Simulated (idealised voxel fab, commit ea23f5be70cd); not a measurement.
process module | voxel released beams
cross-section cut | 255 nm wide | cells 5 nm
A cross-section is a grid of square cells, given in bands from the top down. A band is one or more rows of cells.
Each band's line starts with the height of the band's top and of its bottom, in nm. Then come its materials from left to right, each with its width in nm. One material with "throughout" fills the band from edge to edge. "air" is empty space.
Height 0 is the level under which the wafer as received is all one material. The lowest band goes on downwards, as in "0 down".
A width such as "30 to 40" changes by the same amount from each row of cells to the next, from the band's top row to its bottom row.
"no change" after a step means that no cell of the cross-section changed.
closed voids: empty space of 8 cells or more with no open way to the top, each as width x height at its distance from the left edge, in nm
after a step's settings: what the simulator itself notes on the step
overlay nm, on a step with a mask: how far to the right of its planned place the mask lay; to the left if negative
plan
1 op RECEIVE | material Si
2 op CONFORMAL_DEP | material SiN | thk nm 10
3 op DIRECTIONAL_DEP | material SiO2 | thk nm 15
4 op DIRECTIONAL_DEP | material aC | thk nm 15
5 op PATTERN | tone open | mask id ANCHOR | material resist | width nm 45 | thk nm 30 | overlay nm 0
6 op DIRECTIONAL_ETCH | etch materials aC | depth nm 15
7 op STRIP | etch materials resist
8 op DIRECTIONAL_ETCH | etch materials SiO2 | depth nm 15
9 op STRIP | etch materials aC
10 op CONFORMAL_DEP | material TiN | thk nm 15
11 op MASKED_ETCH | tone cover | mask id BEAM | width nm 95 | etch materials TiN | depth nm 15 | overlay nm 0
12 op STRIP | etch materials SiO2
as received, after step 1
  0 down: Si throughout
  closed voids: none
first wafer at the end, as planned
  40 to 25: air 75 | TiN 20 | air 15 | TiN 60 | air 85
  25 to 10: air 80 | TiN 45 | air 130
  10 to 0: SiN throughout
  0 down: Si throughout
  closed voids: none
second wafer at the end: like start, like plan, one mistake
  40 to 25: air 70 | TiN 25 | air 15 | TiN 65 | air 80
  25 to 10: air 80 | TiN 45 | air 130
  10 to 0: SiN throughout
  0 down: Si throughout
  closed voids: none
what went wrong: step 11 ran as: op MASKED_ETCH | tone cover | mask id BEAM | width nm 105 | etch materials TiN | depth nm 15 | overlay nm 0
at the end the second wafer has, in cells: 6 more of TiN
